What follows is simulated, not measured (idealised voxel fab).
process module | voxel transistor to metal
cross-section cut | 180 nm wide | cells 5 nm
A cross-section is a grid of square cells, given in bands from the top down. A band is one or more rows of cells.
Each band's line starts with the height of the band's top and of its bottom, in nm. Then come its materials from left to right, each with its width in nm. One material with "throughout" fills the band from edge to edge. "air" is empty space.
Height 0 is the level under which the wafer as received is all one material. The lowest band goes on downwards, as in "0 down".
A width such as "30 to 40" changes by the same amount from each row of cells to the next, from the band's top row to its bottom row.
"no change" after a step means that no cell of the cross-section changed.
closed voids: empty space of 8 cells or more with no open way to the top, each as width x height at its distance from the left edge, in nm
after a step's settings: what the simulator itself notes on the step
overlay nm, on a step with a mask: how far to the right of its planned place the mask lay; to the left if negative
plan
1 op RECEIVE | material Si
2 op CONFORMAL_DEP | material SiO2 | thk nm 5
3 op CONFORMAL_DEP | material SiN | thk nm 10
4 op MASKED_ETCH | tone cover | mask id ACTIVE | width nm 105 | etch materials SiN | depth nm 10 | overlay nm 0
5 op MASKED_ETCH | tone cover | mask id ACTIVE | width nm 105 | etch materials SiO2 | depth nm 5 | overlay nm 0
6 op MASKED_ETCH | tone cover | mask id ACTIVE | width nm 105 | etch materials Si | depth nm 35 | overlay nm 0
7 op FILL_DEP | material SiO2 | thk nm 15
8 op CMP | height nm 15
9 op SELECTIVE_ETCH | etch materials SiO2 | depth nm 5
10 op STRIP | etch materials SiN
11 op SELECTIVE_ETCH | etch materials SiO2 | depth nm 5
12 op OXIDIZE | depth nm 5
13 op DIRECTIONAL_DEP | material polySi | thk nm 20
14 op DIRECTIONAL_DEP | material SiCN | thk nm 10
15 op MASKED_ETCH | tone cover | mask id GATE | width nm 25 | etch materials SiCN | depth nm 20 | overlay nm 0
16 op MASKED_ETCH | tone cover | mask id GATE | width nm 25 | etch materials polySi | depth nm 30 | overlay nm 0
17 op CONFORMAL_DEP | material SiN | thk nm 10
18 op DIRECTIONAL_ETCH | etch materials SiN | depth nm 10
19 op DIRECTIONAL_ETCH | etch materials SiO2 | depth nm 5
20 op DIRECTIONAL_ETCH | etch materials Si | depth nm 10
21 op EPI | material nSi | thk nm 10
22 op FILL_DEP | material SiO2 | thk nm 5
23 op CMP | height nm 30
24 op DIRECTIONAL_DEP | material SiO2 | thk nm 15
25 op PATTERN | tone open | mask id CONTACT | material resist | width nm 30 | pitch nm 65 | thk nm 15 | overlay nm 0
26 op DIRECTIONAL_ETCH | etch materials SiO2 | depth nm 50
27 op STRIP | etch materials resist
28 op CONFORMAL_DEP | material TiN | thk nm 5
29 op FILL_DEP | material W | thk nm 5
30 op CMP | height nm 45
31 op CONFORMAL_DEP | material SiCN | thk nm 5
32 op DIRECTIONAL_DEP | material lowk | thk nm 25
33 op PATTERN | tone open | mask id METAL_1 | material resist | width nm 15 | pitch nm 80 | thk nm 20 | overlay nm 0
34 op DIRECTIONAL_ETCH | etch materials lowk | depth nm 25
35 op DIRECTIONAL_ETCH | etch materials SiCN | depth nm 5
36 op STRIP | etch materials resist
37 op CONFORMAL_DEP | material TiN | thk nm 5
38 op FILL_DEP | material W | thk nm 10
39 op CMP | height nm 75
40 op CONFORMAL_DEP | material SiCN | thk nm 5
41 op DIRECTIONAL_DEP | material SiO2 | thk nm 35
42 op MASKED_ETCH | tone open | mask id METAL_2 | width nm 15 | pitch nm 80 | etch materials SiO2 | depth nm 20 | overlay nm 0
43 op DIRECTIONAL_DEP | material aC | thk nm 10
44 op PATTERN | tone open | mask id METAL_2_HOLES | material resist | width nm 15 | pitch nm 80 | thk nm 25 | overlay nm 0
45 op DIRECTIONAL_ETCH | etch materials aC | depth nm 10
46 op STRIP | etch materials resist
47 op DIRECTIONAL_ETCH | etch materials SiO2 | depth nm 15
48 op DIRECTIONAL_ETCH | etch materials SiCN | depth nm 5
49 op STRIP | etch materials aC
50 op CONFORMAL_DEP | material TiN | thk nm 5
51 op FILL_DEP | material Cu | thk nm 10
52 op CMP | height nm 115
53 op CONFORMAL_DEP | material SiCN | thk nm 5
first wafer, as planned
as received, after step 1
  0 down: Si throughout
  closed voids: none
after step 2
  5 to 0: SiO2 throughout
  below 0: unchanged
after step 3
  15 to 5: SiN throughout
  below 5: unchanged
after step 4
  15 to 5: air 35 | SiN 105 | air 40
  below 5: unchanged
after step 5
  15 to 5: air 35 | SiN 105 | air 40
  5 to 0: air 35 | SiO2 105 | air 40
  below 0: unchanged
after step 6
  15 to 5: air 35 | SiN 105 | air 40
  5 to 0: air 35 | SiO2 105 | air 40
  0 to -35: air 35 | Si 105 | air 40
  below -35: unchanged
after step 7
  30 to 15: SiO2 throughout
  15 to 5: SiO2 35 | SiN 105 | SiO2 40
  5 to 0: SiO2 throughout
  0 to -35: SiO2 35 | Si 105 | SiO2 40
  below -35: unchanged
after step 8
  15 to 5: SiO2 35 | SiN 105 | SiO2 40
  below 5: unchanged
after step 9
  15 to 10: air 35 | SiN 105 | air 40
  below 10: unchanged
after step 10
  10 to 5: SiO2 35 | air 105 | SiO2 40
  below 5: unchanged
after step 11
  5 to 0: SiO2 30 | air 115 | SiO2 35
  below 0: unchanged
after step 12
  5 to 0: SiO2 30 | air 115 | SiO2 35
  0 to -5: SiO2 throughout
  below -5: unchanged
after step 13
  25 to 20: polySi 30 | air 115 | polySi 35
  20 to 5: polySi throughout
  5 to 0: SiO2 30 | polySi 115 | SiO2 35
  below 0: unchanged
after step 14
  35 to 30: SiCN 30 | air 115 | SiCN 35
  30 to 25: SiCN throughout
  25 to 20: polySi 30 | SiCN 115 | polySi 35
  below 20: unchanged
after step 15
  30 to 25: air 75 | SiCN 25 | air 80
  25 to 20: polySi 30 | air 45 | SiCN 25 | air 45 | polySi 35
  below 20: unchanged
after step 16
  30 to 20: air 75 | SiCN 25 | air 80
  20 to 5: air 75 | polySi 25 | air 80
  5 to 0: SiO2 30 | air 45 | polySi 25 | air 45 | SiO2 35
  below 0: unchanged
after step 17
  40 to 30: air 65 | SiN 45 | air 70
  30 to 20: air 65 | SiN 10 | SiCN 25 | SiN 10 | air 70
  20 to 15: air 65 | SiN 10 | polySi 25 | SiN 10 | air 70
  15 to 10: SiN 40 | air 25 | SiN 10 | polySi 25 | SiN 10 | air 25 | SiN 45
  10 to 5: SiN 75 | polySi 25 | SiN 80
  5 to 0: SiO2 30 | SiN 45 | polySi 25 | SiN 45 | SiO2 35
  below 0: unchanged
after step 18
  30 to 20: air 65 | SiN 10 | SiCN 25 | SiN 10 | air 70
  20 to 5: air 65 | SiN 10 | polySi 25 | SiN 10 | air 70
  5 to 0: SiO2 30 | SiN 10 | air 25 | SiN 10 | polySi 25 | SiN 10 | air 25 | SiN 10 | SiO2 35
  below 0: unchanged
after step 19
  30 to 20: air 65 | SiN 10 | SiCN 25 | SiN 10 | air 70
  20 to 5: air 65 | SiN 10 | polySi 25 | SiN 10 | air 70
  5 to 0: air 30 | SiN 10 | air 25 | SiN 10 | polySi 25 | SiN 10 | air 25 | SiN 10 | air 35
  0 to -5: SiO2 40 | air 25 | SiO2 45 | air 25 | SiO2 45
  below -5: unchanged
after step 20
  30 to 20: air 65 | SiN 10 | SiCN 25 | SiN 10 | air 70
  20 to 5: air 65 | SiN 10 | polySi 25 | SiN 10 | air 70
  5 to 0: air 30 | SiN 10 | air 25 | SiN 10 | polySi 25 | SiN 10 | air 25 | SiN 10 | air 35
  0 to -5: SiO2 40 | air 25 | SiO2 45 | air 25 | SiO2 45
  -5 to -15: SiO2 35 | Si 5 | air 25 | Si 45 | air 25 | Si 5 | SiO2 40
  below -15: unchanged
after step 21
  30 to 20: air 65 | SiN 10 | SiCN 25 | SiN 10 | air 70
  20 to 5: air 65 | SiN 10 | polySi 25 | SiN 10 | air 70
  5 to 0: air 30 | SiN 10 | nSi 10 | air 5 | nSi 10 | SiN 10 | polySi 25 | SiN 10 | nSi 10 | air 5 | nSi 10 | SiN 10 | air 35
  0 to -5: SiO2 40 | nSi 10 | air 5 | nSi 10 | SiO2 45 | nSi 10 | air 5 | nSi 10 | SiO2 45
  -5 to -15: SiO2 35 | Si 5 | nSi 25 | Si 45 | nSi 25 | Si 5 | SiO2 40
  below -15: unchanged
after step 22
  35 to 30: SiO2 throughout
  30 to 20: SiO2 65 | SiN 10 | SiCN 25 | SiN 10 | SiO2 70
  20 to 5: SiO2 65 | SiN 10 | polySi 25 | SiN 10 | SiO2 70
  5 to 0: SiO2 30 | SiN 10 | nSi 10 | SiO2 5 | nSi 10 | SiN 10 | polySi 25 | SiN 10 | nSi 10 | SiO2 5 | nSi 10 | SiN 10 | SiO2 35
  0 to -5: SiO2 40 | nSi 10 | SiO2 5 | nSi 10 | SiO2 45 | nSi 10 | SiO2 5 | nSi 10 | SiO2 45
  below -5: unchanged
after step 23
  30 to 20: SiO2 65 | SiN 10 | SiCN 25 | SiN 10 | SiO2 70
  below 20: unchanged
after step 24
  45 to 30: SiO2 throughout
  below 30: unchanged
after step 25
  60 to 45: resist 40 | air 30 | resist 35 | air 30 | resist 45
  below 45: unchanged
after step 26
  60 to 45: resist 40 | air 30 | resist 35 | air 30 | resist 45
  45 to 30: SiO2 40 | air 30 | SiO2 35 | air 30 | SiO2 45
  30 to 20: SiO2 40 | air 25 | SiN 10 | SiCN 25 | SiN 10 | air 25 | SiO2 45
  20 to 5: SiO2 40 | air 25 | SiN 10 | polySi 25 | SiN 10 | air 25 | SiO2 45
  5 to 0: SiO2 30 | SiN 10 | nSi 10 | air 5 | nSi 10 | SiN 10 | polySi 25 | SiN 10 | nSi 10 | air 5 | nSi 10 | SiN 10 | SiO2 35
  0 to -5: SiO2 40 | nSi 10 | air 5 | nSi 10 | SiO2 45 | nSi 10 | air 5 | nSi 10 | SiO2 45
  below -5: unchanged
after step 27
  45 to 30: SiO2 40 | air 30 | SiO2 35 | air 30 | SiO2 45
  below 30: unchanged
after step 28
  50 to 45: TiN 45 | air 20 | TiN 45 | air 20 | TiN 50
  45 to 35: SiO2 40 | TiN 5 | air 20 | TiN 5 | SiO2 35 | TiN 5 | air 20 | TiN 5 | SiO2 45
  35 to 30: SiO2 40 | TiN 5 | air 15 | TiN 10 | SiO2 35 | TiN 10 | air 15 | TiN 5 | SiO2 45
  30 to 20: SiO2 40 | TiN 5 | air 15 | TiN 5 | SiN 10 | SiCN 25 | SiN 10 | TiN 5 | air 15 | TiN 5 | SiO2 45
  20 to 10: SiO2 40 | TiN 5 | air 15 | TiN 5 | SiN 10 | polySi 25 | SiN 10 | TiN 5 | air 15 | TiN 5 | SiO2 45
  10 to 5: SiO2 40 | TiN 25 | SiN 10 | polySi 25 | SiN 10 | TiN 25 | SiO2 45
  5 to 0: SiO2 30 | SiN 10 | nSi 10 | TiN 5 | nSi 10 | SiN 10 | polySi 25 | SiN 10 | nSi 10 | TiN 5 | nSi 10 | SiN 10 | SiO2 35
  0 to -5: SiO2 40 | nSi 10 | TiN 5 | nSi 10 | SiO2 45 | nSi 10 | TiN 5 | nSi 10 | SiO2 45
  below -5: unchanged
after step 29
  55 to 50: W throughout
  50 to 45: TiN 45 | W 20 | TiN 45 | W 20 | TiN 50
  45 to 35: SiO2 40 | TiN 5 | W 20 | TiN 5 | SiO2 35 | TiN 5 | W 20 | TiN 5 | SiO2 45
  35 to 30: SiO2 40 | TiN 5 | W 15 | TiN 10 | SiO2 35 | TiN 10 | W 15 | TiN 5 | SiO2 45
  30 to 20: SiO2 40 | TiN 5 | W 15 | TiN 5 | SiN 10 | SiCN 25 | SiN 10 | TiN 5 | W 15 | TiN 5 | SiO2 45
  20 to 10: SiO2 40 | TiN 5 | W 15 | TiN 5 | SiN 10 | polySi 25 | SiN 10 | TiN 5 | W 15 | TiN 5 | SiO2 45
  below 10: unchanged
after step 30
  45 to 35: SiO2 40 | TiN 5 | W 20 | TiN 5 | SiO2 35 | TiN 5 | W 20 | TiN 5 | SiO2 45
  below 35: unchanged
after step 31
  50 to 45: SiCN throughout
  below 45: unchanged
after step 32
  75 to 50: lowk throughout
  below 50: unchanged
after step 33
  95 to 75: resist 40 | air 15 | resist 65 | air 15 | resist 45
  below 75: unchanged
after step 34
  95 to 75: resist 40 | air 15 | resist 65 | air 15 | resist 45
  75 to 50: lowk 40 | air 15 | lowk 65 | air 15 | lowk 45
  below 50: unchanged
after step 35
  95 to 75: resist 40 | air 15 | resist 65 | air 15 | resist 45
  75 to 50: lowk 40 | air 15 | lowk 65 | air 15 | lowk 45
  50 to 45: SiCN 40 | air 15 | SiCN 65 | air 15 | SiCN 45
  below 45: unchanged
after step 36
  75 to 50: lowk 40 | air 15 | lowk 65 | air 15 | lowk 45
  below 50: unchanged
after step 37
  80 to 75: TiN 45 | air 5 | TiN 75 | air 5 | TiN 50
  75 to 50: lowk 40 | TiN 5 | air 5 | TiN 5 | lowk 65 | TiN 5 | air 5 | TiN 5 | lowk 45
  50 to 45: SiCN 40 | TiN 15 | SiCN 65 | TiN 15 | SiCN 45
  below 45: unchanged
after step 38
  90 to 80: W throughout
  80 to 75: TiN 45 | W 5 | TiN 75 | W 5 | TiN 50
  75 to 50: lowk 40 | TiN 5 | W 5 | TiN 5 | lowk 65 | TiN 5 | W 5 | TiN 5 | lowk 45
  below 50: unchanged
after step 39
  75 to 50: lowk 40 | TiN 5 | W 5 | TiN 5 | lowk 65 | TiN 5 | W 5 | TiN 5 | lowk 45
  below 50: unchanged
after step 40
  80 to 75: SiCN throughout
  below 75: unchanged
after step 41
  115 to 80: SiO2 throughout
  below 80: unchanged
after step 42
  115 to 95: SiO2 40 | air 15 | SiO2 65 | air 15 | SiO2 45
  below 95: unchanged
after step 43
  125 to 115: aC 40 | air 15 | aC 65 | air 15 | aC 45
  115 to 105: SiO2 40 | air 15 | SiO2 65 | air 15 | SiO2 45
  105 to 95: SiO2 40 | aC 15 | SiO2 65 | aC 15 | SiO2 45
  below 95: unchanged
after step 44
  150 to 125: resist 40 | air 15 | resist 65 | air 15 | resist 45
  below 125: unchanged
after step 45
  140 to 125: resist 40 | air 15 | resist 65 | air 15 | resist 45
  125 to 115: aC 40 | air 15 | aC 65 | air 15 | aC 45
  115 to 95: SiO2 40 | air 15 | SiO2 65 | air 15 | SiO2 45
  below 95: unchanged
after step 46
  125 to 115: aC 40 | air 15 | aC 65 | air 15 | aC 45
  below 115: unchanged
after step 47
  125 to 115: aC 40 | air 15 | aC 65 | air 15 | aC 45
  115 to 80: SiO2 40 | air 15 | SiO2 65 | air 15 | SiO2 45
  below 80: unchanged
after step 48
  125 to 115: aC 40 | air 15 | aC 65 | air 15 | aC 45
  115 to 80: SiO2 40 | air 15 | SiO2 65 | air 15 | SiO2 45
  80 to 75: SiCN 40 | air 15 | SiCN 65 | air 15 | SiCN 45
  below 75: unchanged
after step 49
  115 to 80: SiO2 40 | air 15 | SiO2 65 | air 15 | SiO2 45
  below 80: unchanged
after step 50
  120 to 115: TiN 45 | air 5 | TiN 75 | air 5 | TiN 50
  115 to 80: SiO2 40 | TiN 5 | air 5 | TiN 5 | SiO2 65 | TiN 5 | air 5 | TiN 5 | SiO2 45
  80 to 75: SiCN 40 | TiN 15 | SiCN 65 | TiN 15 | SiCN 45
  below 75: unchanged
after step 51
  130 to 120: Cu throughout
  120 to 115: TiN 45 | Cu 5 | TiN 75 | Cu 5 | TiN 50
  115 to 80: SiO2 40 | TiN 5 | Cu 5 | TiN 5 | SiO2 65 | TiN 5 | Cu 5 | TiN 5 | SiO2 45
  below 80: unchanged
after step 52
  115 to 80: SiO2 40 | TiN 5 | Cu 5 | TiN 5 | SiO2 65 | TiN 5 | Cu 5 | TiN 5 | SiO2 45
  below 80: unchanged
after step 53
  120 to 115: SiCN throughout
  below 115: unchanged
second wafer: like start, like plan, one mistake. Through step 3 it matches the first wafer
when step 4 should have ended
  15 to 5: air 30 | SiN 105 | air 45
  below 5: unchanged
when step 5 should have ended
  15 to 5: air 30 | SiN 105 | air 45
  5 to 0: air 30 | SiO2 110 | air 40
  below 0: unchanged
when step 6 should have ended
  15 to 5: air 30 | SiN 105 | air 45
  5 to 0: air 30 | SiO2 110 | air 40
  0 to -35: air 30 | Si 110 | air 40
  below -35: unchanged
when step 7 should have ended
  30 to 15: SiO2 throughout
  15 to 5: SiO2 30 | SiN 105 | SiO2 45
  5 to 0: SiO2 throughout
  0 to -35: SiO2 30 | Si 110 | SiO2 40
  below -35: unchanged
when step 8 should have ended
  15 to 5: SiO2 30 | SiN 105 | SiO2 45
  below 5: unchanged
when step 9 should have ended
  15 to 10: air 30 | SiN 105 | air 45
  below 10: unchanged
when step 10 should have ended
  10 to 5: SiO2 30 | air 105 | SiO2 45
  below 5: unchanged
when step 11 should have ended
  5 to 0: SiO2 25 | air 115 | SiO2 40
  below 0: unchanged
when step 12 should have ended
  5 to 0: SiO2 25 | air 115 | SiO2 40
  0 to -5: SiO2 throughout
  below -5: unchanged
when step 13 should have ended
  25 to 20: polySi 25 | air 115 | polySi 40
  20 to 5: polySi throughout
  5 to 0: SiO2 25 | polySi 115 | SiO2 40
  below 0: unchanged
when step 14 should have ended
  35 to 30: SiCN 25 | air 115 | SiCN 40
  30 to 25: SiCN throughout
  25 to 20: polySi 25 | SiCN 115 | polySi 40
  below 20: unchanged
when step 15 should have ended
  30 to 25: air 75 | SiCN 25 | air 80
  25 to 20: polySi 25 | air 50 | SiCN 25 | air 40 | polySi 40
  below 20: unchanged
when step 16 should have ended
  30 to 20: air 75 | SiCN 25 | air 80
  20 to 5: air 75 | polySi 25 | air 80
  5 to 0: SiO2 25 | air 50 | polySi 25 | air 40 | SiO2 40
  below 0: unchanged
when step 17 should have ended
  40 to 30: air 65 | SiN 45 | air 70
  30 to 20: air 65 | SiN 10 | SiCN 25 | SiN 10 | air 70
  20 to 15: air 65 | SiN 10 | polySi 25 | SiN 10 | air 70
  15 to 10: SiN 35 | air 30 | SiN 10 | polySi 25 | SiN 10 | air 20 | SiN 50
  10 to 5: SiN 75 | polySi 25 | SiN 80
  5 to 0: SiO2 25 | SiN 50 | polySi 25 | SiN 40 | SiO2 40
  below 0: unchanged
when step 18 should have ended
  30 to 20: air 65 | SiN 10 | SiCN 25 | SiN 10 | air 70
  20 to 5: air 65 | SiN 10 | polySi 25 | SiN 10 | air 70
  5 to 0: SiO2 25 | SiN 10 | air 30 | SiN 10 | polySi 25 | SiN 10 | air 20 | SiN 10 | SiO2 40
  below 0: unchanged
when step 19 should have ended
  30 to 20: air 65 | SiN 10 | SiCN 25 | SiN 10 | air 70
  20 to 5: air 65 | SiN 10 | polySi 25 | SiN 10 | air 70
  5 to 0: air 25 | SiN 10 | air 30 | SiN 10 | polySi 25 | SiN 10 | air 20 | SiN 10 | air 40
  0 to -5: SiO2 35 | air 30 | SiO2 45 | air 20 | SiO2 50
  below -5: unchanged
when step 20 should have ended
  30 to 20: air 65 | SiN 10 | SiCN 25 | SiN 10 | air 70
  20 to 5: air 65 | SiN 10 | polySi 25 | SiN 10 | air 70
  5 to 0: air 25 | SiN 10 | air 30 | SiN 10 | polySi 25 | SiN 10 | air 20 | SiN 10 | air 40
  0 to -5: SiO2 35 | air 30 | SiO2 45 | air 20 | SiO2 50
  -5 to -15: SiO2 30 | Si 5 | air 30 | Si 45 | air 20 | Si 10 | SiO2 40
  below -15: unchanged
when step 21 should have ended
  30 to 20: air 65 | SiN 10 | SiCN 25 | SiN 10 | air 70
  20 to 5: air 65 | SiN 10 | polySi 25 | SiN 10 | air 70
  5 to 0: air 25 | SiN 10 | nSi 10 | air 10 | nSi 10 | SiN 10 | polySi 25 | SiN 10 | nSi 20 | SiN 10 | air 40
  0 to -5: SiO2 35 | nSi 10 | air 10 | nSi 10 | SiO2 45 | nSi 20 | SiO2 50
  -5 to -15: SiO2 30 | Si 5 | nSi 30 | Si 45 | nSi 20 | Si 10 | SiO2 40
  below -15: unchanged
when step 22 should have ended
  35 to 30: SiO2 throughout
  30 to 20: SiO2 65 | SiN 10 | SiCN 25 | SiN 10 | SiO2 70
  20 to 5: SiO2 65 | SiN 10 | polySi 25 | SiN 10 | SiO2 70
  5 to 0: SiO2 25 | SiN 10 | nSi 10 | SiO2 10 | nSi 10 | SiN 10 | polySi 25 | SiN 10 | nSi 20 | SiN 10 | SiO2 40
  0 to -5: SiO2 35 | nSi 10 | SiO2 10 | nSi 10 | SiO2 45 | nSi 20 | SiO2 50
  below -5: unchanged
when step 23 should have ended
  30 to 20: SiO2 65 | SiN 10 | SiCN 25 | SiN 10 | SiO2 70
  below 20: unchanged
when step 24 should have ended
  45 to 30: SiO2 throughout
  below 30: unchanged
when step 25 should have ended
  60 to 45: resist 40 | air 30 | resist 35 | air 30 | resist 45
  below 45: unchanged
when step 26 should have ended
  60 to 45: resist 40 | air 30 | resist 35 | air 30 | resist 45
  45 to 30: SiO2 40 | air 30 | SiO2 35 | air 30 | SiO2 45
  30 to 20: SiO2 40 | air 25 | SiN 10 | SiCN 25 | SiN 10 | air 25 | SiO2 45
  20 to 5: SiO2 40 | air 25 | SiN 10 | polySi 25 | SiN 10 | air 25 | SiO2 45
  5 to 0: SiO2 25 | SiN 10 | nSi 10 | air 10 | nSi 10 | SiN 10 | polySi 25 | SiN 10 | nSi 20 | SiN 10 | SiO2 40
  0 to -5: SiO2 35 | nSi 10 | air 10 | nSi 10 | SiO2 45 | nSi 20 | SiO2 50
  below -5: unchanged
when step 27 should have ended
  45 to 30: SiO2 40 | air 30 | SiO2 35 | air 30 | SiO2 45
  below 30: unchanged
when step 28 should have ended
  50 to 45: TiN 45 | air 20 | TiN 45 | air 20 | TiN 50
  45 to 35: SiO2 40 | TiN 5 | air 20 | TiN 5 | SiO2 35 | TiN 5 | air 20 | TiN 5 | SiO2 45
  35 to 30: SiO2 40 | TiN 5 | air 15 | TiN 10 | SiO2 35 | TiN 10 | air 15 | TiN 5 | SiO2 45
  30 to 20: SiO2 40 | TiN 5 | air 15 | TiN 5 | SiN 10 | SiCN 25 | SiN 10 | TiN 5 | air 15 | TiN 5 | SiO2 45
  20 to 10: SiO2 40 | TiN 5 | air 15 | TiN 5 | SiN 10 | polySi 25 | SiN 10 | TiN 5 | air 15 | TiN 5 | SiO2 45
  10 to 5: SiO2 40 | TiN 25 | SiN 10 | polySi 25 | SiN 10 | TiN 25 | SiO2 45
  5 to 0: SiO2 25 | SiN 10 | nSi 10 | TiN 10 | nSi 10 | SiN 10 | polySi 25 | SiN 10 | nSi 20 | SiN 10 | SiO2 40
  0 to -5: SiO2 35 | nSi 10 | TiN 10 | nSi 10 | SiO2 45 | nSi 20 | SiO2 50
  below -5: unchanged
when step 29 should have ended
  55 to 50: W throughout
  50 to 45: TiN 45 | W 20 | TiN 45 | W 20 | TiN 50
  45 to 35: SiO2 40 | TiN 5 | W 20 | TiN 5 | SiO2 35 | TiN 5 | W 20 | TiN 5 | SiO2 45
  35 to 30: SiO2 40 | TiN 5 | W 15 | TiN 10 | SiO2 35 | TiN 10 | W 15 | TiN 5 | SiO2 45
  30 to 20: SiO2 40 | TiN 5 | W 15 | TiN 5 | SiN 10 | SiCN 25 | SiN 10 | TiN 5 | W 15 | TiN 5 | SiO2 45
  20 to 10: SiO2 40 | TiN 5 | W 15 | TiN 5 | SiN 10 | polySi 25 | SiN 10 | TiN 5 | W 15 | TiN 5 | SiO2 45
  below 10: unchanged
when step 30 should have ended
  45 to 35: SiO2 40 | TiN 5 | W 20 | TiN 5 | SiO2 35 | TiN 5 | W 20 | TiN 5 | SiO2 45
  below 35: unchanged
when step 31 should have ended
  50 to 45: SiCN throughout
  below 45: unchanged
when step 32 should have ended
  75 to 50: lowk throughout
  below 50: unchanged
when step 33 should have ended
  95 to 75: resist 40 | air 15 | resist 65 | air 15 | resist 45
  below 75: unchanged
when step 34 should have ended
  95 to 75: resist 40 | air 15 | resist 65 | air 15 | resist 45
  75 to 50: lowk 40 | air 15 | lowk 65 | air 15 | lowk 45
  below 50: unchanged
when step 35 should have ended
  95 to 75: resist 40 | air 15 | resist 65 | air 15 | resist 45
  75 to 50: lowk 40 | air 15 | lowk 65 | air 15 | lowk 45
  50 to 45: SiCN 40 | air 15 | SiCN 65 | air 15 | SiCN 45
  below 45: unchanged
when step 36 should have ended
  75 to 50: lowk 40 | air 15 | lowk 65 | air 15 | lowk 45
  below 50: unchanged
when step 37 should have ended
  80 to 75: TiN 45 | air 5 | TiN 75 | air 5 | TiN 50
  75 to 50: lowk 40 | TiN 5 | air 5 | TiN 5 | lowk 65 | TiN 5 | air 5 | TiN 5 | lowk 45
  50 to 45: SiCN 40 | TiN 15 | SiCN 65 | TiN 15 | SiCN 45
  below 45: unchanged
when step 38 should have ended
  90 to 80: W throughout
  80 to 75: TiN 45 | W 5 | TiN 75 | W 5 | TiN 50
  75 to 50: lowk 40 | TiN 5 | W 5 | TiN 5 | lowk 65 | TiN 5 | W 5 | TiN 5 | lowk 45
  below 50: unchanged
when step 39 should have ended
  75 to 50: lowk 40 | TiN 5 | W 5 | TiN 5 | lowk 65 | TiN 5 | W 5 | TiN 5 | lowk 45
  below 50: unchanged
when step 40 should have ended
  80 to 75: SiCN throughout
  below 75: unchanged
when step 41 should have ended
  115 to 80: SiO2 throughout
  below 80: unchanged
when step 42 should have ended
  115 to 95: SiO2 40 | air 15 | SiO2 65 | air 15 | SiO2 45
  below 95: unchanged
when step 43 should have ended
  125 to 115: aC 40 | air 15 | aC 65 | air 15 | aC 45
  115 to 105: SiO2 40 | air 15 | SiO2 65 | air 15 | SiO2 45
  105 to 95: SiO2 40 | aC 15 | SiO2 65 | aC 15 | SiO2 45
  below 95: unchanged
when step 44 should have ended
  150 to 125: resist 40 | air 15 | resist 65 | air 15 | resist 45
  below 125: unchanged
when step 45 should have ended
  140 to 125: resist 40 | air 15 | resist 65 | air 15 | resist 45
  125 to 115: aC 40 | air 15 | aC 65 | air 15 | aC 45
  115 to 95: SiO2 40 | air 15 | SiO2 65 | air 15 | SiO2 45
  below 95: unchanged
when step 46 should have ended
  125 to 115: aC 40 | air 15 | aC 65 | air 15 | aC 45
  below 115: unchanged
when step 47 should have ended
  125 to 115: aC 40 | air 15 | aC 65 | air 15 | aC 45
  115 to 80: SiO2 40 | air 15 | SiO2 65 | air 15 | SiO2 45
  below 80: unchanged
when step 48 should have ended
  125 to 115: aC 40 | air 15 | aC 65 | air 15 | aC 45
  115 to 80: SiO2 40 | air 15 | SiO2 65 | air 15 | SiO2 45
  80 to 75: SiCN 40 | air 15 | SiCN 65 | air 15 | SiCN 45
  below 75: unchanged
when step 49 should have ended
  115 to 80: SiO2 40 | air 15 | SiO2 65 | air 15 | SiO2 45
  below 80: unchanged
when step 50 should have ended
  120 to 115: TiN 45 | air 5 | TiN 75 | air 5 | TiN 50
  115 to 80: SiO2 40 | TiN 5 | air 5 | TiN 5 | SiO2 65 | TiN 5 | air 5 | TiN 5 | SiO2 45
  80 to 75: SiCN 40 | TiN 15 | SiCN 65 | TiN 15 | SiCN 45
  below 75: unchanged
when step 51 should have ended
  130 to 120: Cu throughout
  120 to 115: TiN 45 | Cu 5 | TiN 75 | Cu 5 | TiN 50
  115 to 80: SiO2 40 | TiN 5 | Cu 5 | TiN 5 | SiO2 65 | TiN 5 | Cu 5 | TiN 5 | SiO2 45
  below 80: unchanged
when step 52 should have ended
  115 to 80: SiO2 40 | TiN 5 | Cu 5 | TiN 5 | SiO2 65 | TiN 5 | Cu 5 | TiN 5 | SiO2 45
  below 80: unchanged
when step 53 should have ended
  120 to 115: SiCN throughout
  below 115: unchanged
what went wrong: step 4 ran as: op MASKED_ETCH | tone cover | mask id ACTIVE | width nm 105 | etch materials SiN | depth nm 10 | overlay nm -5
at the end the second wafer has, in cells: 6 more of Si | 6 fewer of SiO2
